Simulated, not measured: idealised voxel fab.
Title: Process Module voxel self aligned vias
Cross-sectional view cut (width: 255 nm; square cell size: 5 nm).
Cross-sections here: square-cell grids, written as top-down lists of bands, a band being one or more rows of cells. The entry gives the band's vertical extent as a top height and a bottom height in nm, then its horizontal make-up as materials from left to right, each with a width in nm. "blank" stands for empty space; a single material marked "edge to edge" fills the band edge to edge. Beneath 0, the wafer as received is one material, and that level is where height counting begins. The lowest band goes on downward without a bottom; it is written like "from 0 down". You'd read "30 to 40" like this: the band's top row of cells is as wide as the first number, its bottom row is as wide as the second, and going down, every row changes width by the same amount as the row before did. Reading "no modifications" for a step: not a cell of the cross-section changed in it. This entry, "Trapped void list", enumerates those empty regions of no fewer than 8 cells that possess no open connection to the top. Each region is reported in the form width x height at distance, the distance being taken from the left edge, with all three quantities expressed in nm. On each step's line, the part that comes after the settings is the simulator's own comment on the step. overlay nm: right-of-plan distance of the mask on a masked step; negative values mean left-of-plan.

THE PLANNED PROCESS STEPS ARE ENUMERATED HEREUNDER
1 RECEIVE (material Si)
2 CONFORMAL_DEP (material SiO2; thk nm 15)
3 CONFORMAL_DEP (material SiCN; thk nm 5)
4 DIRECTIONAL_DEP (material lowk; thk nm 25)
5 PATTERN (tone open; mask id LINES; material resist; width nm 30; pitch nm 70; thk nm 15; overlay nm 0)
6 DIRECTIONAL_ETCH (etch materials lowk; depth nm 25)
7 STRIP (etch materials resist)
8 CONFORMAL_DEP (material TiN; thk nm 5)
9 FILL_DEP (material W; thk nm 10)
10 CMP (height nm 45)
11 SELECTIVE_ETCH (etch materials W Ru TiN; depth nm 5)
12 FILL_DEP (material SiN; thk nm 5)
13 CMP (height nm 45)
14 DIRECTIONAL_DEP (material lowk; thk nm 15)
15 DIRECTIONAL_DEP (material aC; thk nm 15)
16 PATTERN (tone open; mask id VIAS; material resist; width nm 50; pitch nm 70; thk nm 30; overlay nm 0)
17 DIRECTIONAL_ETCH (etch materials aC; depth nm 15)
18 STRIP (etch materials resist)
19 DIRECTIONAL_ETCH (etch materials lowk; depth nm 15)
20 DIRECTIONAL_ETCH (etch materials SiN; depth nm 5)
21 STRIP (etch materials aC)
22 CONFORMAL_DEP (material TiN; thk nm 5)
23 FILL_DEP (material Cu; thk nm 10)
24 CMP (height nm 60)
25 CONFORMAL_DEP (material SiN; thk nm 5)

AS-RECEIVED STATE OF THE WAFER IN CROSS-SECTION, EQUIVALENT TO POST-STEP 1
* from 0 down: Si edge to edge
* Trapped void list: none

AS-PLANNED RUN: CROSS-SECTION OF THE FIRST OF TWO WAFERS AT END OF MODULE
* from 65 to 60: SiN edge to edge
* from 60 to 50: 65 nm lowk / 5 nm TiN / 40 nm Cu / 5 nm TiN / 20 nm lowk / 5 nm TiN / 40 nm Cu / 5 nm TiN / 70 nm lowk
* from 50 to 45: 65 nm lowk / 15 nm TiN / 20 nm Cu / 15 nm TiN / 20 nm lowk / 15 nm TiN / 20 nm Cu / 15 nm TiN / 70 nm lowk
* from 45 to 40: 75 nm lowk / 30 nm TiN / 40 nm lowk / 30 nm TiN / 80 nm lowk
* from 40 to 25: 75 nm lowk / 5 nm TiN / 20 nm W / 5 nm TiN / 40 nm lowk / 5 nm TiN / 20 nm W / 5 nm TiN / 80 nm lowk
* from 25 to 20: 75 nm lowk / 30 nm TiN / 40 nm lowk / 30 nm TiN / 80 nm lowk
* from 20 to 15: SiCN edge to edge
* from 15 to 0: SiO2 edge to edge
* from 0 down: Si edge to edge
* Trapped void list: none

WAFER TWO, SECTIONED AFTER THE MODULE: THE FIRST WAFER'S START, THE FIRST WAFER'S PLAN, AND ONE MISTAKE IN HOW IT WAS RUN
* from 65 to 60: SiN edge to edge
* from 60 to 50: 60 nm Cu / 5 nm TiN / 50 nm lowk / 5 nm TiN / 10 nm Cu / 5 nm TiN / 50 nm lowk / 5 nm TiN / 65 nm Cu
* from 50 to 45: 65 nm TiN / 50 nm lowk / 20 nm TiN / 50 nm lowk / 70 nm TiN
* from 45 to 40: 75 nm lowk / 30 nm SiN / 40 nm lowk / 30 nm SiN / 80 nm lowk
* from 40 to 25: 75 nm lowk / 5 nm TiN / 20 nm W / 5 nm TiN / 40 nm lowk / 5 nm TiN / 20 nm W / 5 nm TiN / 80 nm lowk
* from 25 to 20: 75 nm lowk / 30 nm TiN / 40 nm lowk / 30 nm TiN / 80 nm lowk
* from 20 to 15: SiCN edge to edge
* from 15 to 0: SiO2 edge to edge
* from 0 down: Si edge to edge
* Trapped void list: none
What was done differently from what was planned? not per plan at step 16, really ran PATTERN (tone cover; mask id VIAS; material resist; width nm 50; pitch nm 70; thk nm 30; overlay nm 0)
Cell-count delta at end, second wafer over first, by material: +14 Cu | +12 SiN | +7 TiN | -33 lowk
